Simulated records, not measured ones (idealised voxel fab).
Process module, titled voxel local oxidation
Xsec cut, 205 nm wide, square cell size 5 nm.
Square cells in a grid make up a cross-section in this document, and the grid is given as bands, listed from the top down, each one or more rows of cells.
It is stipulated that each band's entry specify, in nanometres, the height of the top of the band and then that of its bottom, followed by the materials of the band in left-to-right sequence, each together with its width in nanometres. A single material marked by the word "full width" is understood to fill the band from edge to edge; the word "empty" is understood to denote empty space.
Height reference: 0 = level under which incoming wafer is all one material. Lowest band: no bottom, runs on downward, e.g. "0 down".
Top row gets the first number, bottom row gets the second, and each row in between changes by the same step: that is how a band width like "30..40" works.
Reading "remains unaltered" for a step: not a cell of the cross-section changed in it.
The entry "Non-vented voids" lists the empty spaces that cover at least 8 cells and have no open path to the top. Each is written as width x height at distance, where the distance is measured from the left edge and all three values are in nm.
Note: text after step settings on the step line = simulator remark on that step.
overlay nm: mask right of planned place by this much (step with mask). Neg. = left.
SO HERE'S THE LINEUP OF PROCESS STEPS WE PLANNED
1 RECEIVE [material Si]
2 OXIDIZE [depth nm 5]
3 CONFORMAL_DEP [material SiN] [thk nm 15]
4 DIRECTIONAL_DEP [material aC] [thk nm 15]
5 PATTERN [tone cover] [mask id ACTIVE] [material resist] [width nm 130] [thk nm 35] [overlay nm 0]
6 DIRECTIONAL_ETCH [etch materials aC] [depth nm 15]
7 STRIP [etch materials resist]
8 DIRECTIONAL_ETCH [etch materials SiN] [depth nm 15]
9 STRIP [etch materials aC]
10 SELECTIVE_ETCH [etch materials SiO2] [depth nm 5]
11 OXIDIZE [depth nm 15]
12 STRIP [etch materials SiN]
CROSS-SECTION, INCOMING MATERIAL, AFTER STEP 1
	0 down: Si full width
	Non-vented voids: none
CROSS-SECTION: FIRST OF TWO WAFERS, MODULE FINISHED, RUN ACCORDING TO PLAN
	0 to -5: empty: 40  SiO2: 120  empty: 45
	-5 to -20: SiO2: 55  Si: 90  SiO2: 60
	-20 down: Si full width
	Non-vented voids: none
CROSS-SECTION, SECOND WAFER: SAME START AS THE FIRST, SAME PLAN AS THE FIRST, ONE MISTAKE IN RUNNING IT; TAKEN AT THE END OF THE MODULE
	0 to -5: SiO2: 30  empty: 140  SiO2: 35
	-5 to -20: Si: 15  SiO2: 170  Si: 20
	-20 down: Si full width
	Non-vented voids: none
Want to know what went wrong? step 5 ran as: PATTERN [tone open] [mask id ACTIVE] [material resist] [width nm 130] [thk nm 35] [overlay nm 0]
Counted in cells at the end, the second wafer holds more or fewer of these materials than the first: 33 fewer of Si; 22 more of SiO2
